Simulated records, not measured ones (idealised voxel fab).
The process module that follows is named voxel self aligned contacts.
Section cut is 205 nm wide and gridded with 5 nm square cells.
Throughout this document, each cross-section is represented as a grid of square cells and is presented as a sequence of bands enumerated from the top downward, where a band comprises one or more rows of cells. What a band's entry tells you: where the top is and where the bottom is, as heights in nm, and after that what lies inside, material by material from left to right, each with its width in nm. Empty space is written as the word "air", and a single material marked with the word "all across" occupies the band from edge to edge. Height reference: 0 = level under which incoming wafer is all one material. Lowest band: no bottom, runs on downward, e.g. "0 -> down". The width entry "30->40" should be interpreted row by row: the top row of cells in the band takes the first number, the bottom row takes the second number, and the change between adjacent rows is uniform throughout. Any step labelled "changes: none" changed none of the cells in the cross-section. Voids lacking openings: empty space of 8 cells or more with no open way to the top, each as width x height at its distance from the left edge, in nm. What comes after the settings on a step's line is commentary from the simulator itself on that step. For masked steps, "overlay nm" on the step line gives how far right of plan the mask actually lay; a minus sign means it lay to the left.

plan
1: RECEIVE: material Si
2: OXIDIZE: depth nm 5
3: DIRECTIONAL_DEP: material polySi, thk nm 30
4: DIRECTIONAL_DEP: material SiN, thk nm 20
5: MASKED_ETCH: tone cover, mask id GATE, width nm 25, pitch nm 60, etch materials SiN, depth nm 20, overlay nm 0
6: MASKED_ETCH: tone cover, mask id GATE, width nm 25, pitch nm 60, etch materials polySi, depth nm 30, overlay nm 0
7: CONFORMAL_DEP: material SiN, thk nm 5
8: DIRECTIONAL_ETCH: etch materials SiN, depth nm 5
9: FILL_DEP: material SiO2, thk nm 20
10: CMP: height nm 60
11: PATTERN: tone open, mask id CONTACT, material resist, width nm 45, thk nm 20, overlay nm 0
12: DIRECTIONAL_ETCH: etch materials SiO2, depth nm 65
13: STRIP: etch materials resist
14: CONFORMAL_DEP: material TiN, thk nm 5
15: FILL_DEP: material W, thk nm 5
16: CMP: height nm 60
17: CONFORMAL_DEP: material SiN, thk nm 5

As-received wafer cross-section (after step 1)
* 0 -> down | Si all across
* Voids lacking openings: none

Looking at the first of two wafers in cross-section at end of module - ran to plan
* 65 -> 60 | SiN all across
* 60 -> 50 | 80 of SiO2 / 5->15 of TiN / 35->15 of W / 5->15 of TiN / 80 of SiO2
* 50 -> 30 | 55 of SiO2 / 35 of SiN / 5 of TiN / 15 of W / 5 of TiN / 35 of SiN / 55 of SiO2
* 30 -> 0 | 55 of SiO2 / 5 of SiN / 25 of polySi / 5 of SiN / 5 of TiN / 15 of W / 5 of TiN / 5 of SiN / 25 of polySi / 5 of SiN / 55 of SiO2
* 0 -> -5 | 90 of SiO2 / 25 of TiN / 90 of SiO2
* -5 -> down | Si all across
* Voids lacking openings: none

Presented here is a cross-section of the second of the two wafers as it stood at the end of the module. It was started in the same manner and assigned the same plan as the first wafer; however, one mistake was made in its execution
* 65 -> 60 | SiN all across
* 60 -> 50 | 80 of SiO2 / 5->15 of TiN / 35->15 of W / 5->15 of TiN / 80 of SiO2
* 50 -> 30 | 55 of SiO2 / 35 of SiN / 5 of TiN / 15 of W / 5 of TiN / 35 of SiN / 55 of SiO2
* 30 -> 5 | 55 of SiO2 / 5 of SiN / 25 of polySi / 5 of SiN / 5 of TiN / 15 of W / 5 of TiN / 5 of SiN / 25 of polySi / 5 of SiN / 55 of SiO2
* 5 -> 0 | 55 of SiO2 / 5 of SiN / 25 of polySi / 5 of SiN / 25 of TiN / 5 of SiN / 25 of polySi / 5 of SiN / 55 of SiO2
* 0 -> down | Si all across
* Voids lacking openings: none
Against the plan, the run slipped here: step 2 of the plan was excluded from execution and never run
At the finish, the second wafer shows more or fewer cells for some materials than the first does: +41 Si | -36 SiO2 | -2 TiN | -3 W
